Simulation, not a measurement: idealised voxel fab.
Presented below is a process module, voxel local oxidation.
Pictured: cross-section cut, 285 nm wide, on a grid of 5 nm square cells.
Heads up, the way a cross-section reads in here is a grid of square cells, handed over as bands from the top down, with every band being one or more rows of cells. Per band: top height and bottom height in nm, followed by the left-to-right materials and their widths in nm; "all across" marks a single material spanning edge to edge, "air" marks empty space. Note: height 0 marks the level under which the wafer is uniformly one material as received. Lowest band unbounded below, written "z 0 and below". You'd read "30->40" like this: the band's top row of cells is as wide as the first number, its bottom row is as wide as the second, and going down, every row changes width by the same amount as the row before did. You'll sometimes find "no alteration" written for a step, and that's the way of saying that nowhere in the cross-section did a cell change during that step. "Trapped voids": empty spaces of 8 cells or more with no open way to the top, each given as width x height at distance, distance from the left edge, all in nm. On each step's line, the part that comes after the settings is the simulator's own comment on the step. A step line may carry the setting "overlay nm", which, for steps involving a mask, states the distance by which the mask lay to the right of its intended position; negative values denote displacement to the left.

### The steps planned for the process are as follows
1) RECEIVE | material Si
2) CONFORMAL_DEP | material SiO2 | thk nm 5
3) CONFORMAL_DEP | material SiN | thk nm 10
4) MASKED_ETCH | tone cover | mask id ACTIVE | width nm 110 | etch materials SiN | depth nm 10 | overlay nm 0
5) SELECTIVE_ETCH | etch materials SiO2 | depth nm 5
6) OXIDIZE | depth nm 15
7) STRIP | etch materials SiN

### Cross-section of the wafer upon arrival, representing the state reached after step 1
	z 0 and below | Si all across
	Trapped voids: none

### The first of two wafers, cross-sectioned at the end of the module, with the run proceeding as planned
	z 5 to 0 | air (90); SiO2 (100); air (95)
	z 0 to -15 | SiO2 (105); Si (70); SiO2 (110)
	z -15 and below | Si all across
	Trapped voids: none

### Presented here is a cross-section of the second of the two wafers as it stood at the end of the module. It was started in the same manner and assigned the same plan as the first wafer; however, one mistake was made in its execution
	z 0 to -15 | air (105); Si (70); air (110)
	z -15 and below | Si all across
	Trapped voids: none
Error vs. plan: step 7 ran with different settings than intended, the actual operation and settings being STRIP | etch materials SiO2
Count the cells at the end and the second wafer has more or fewer of some materials than the first: SiO2 -149
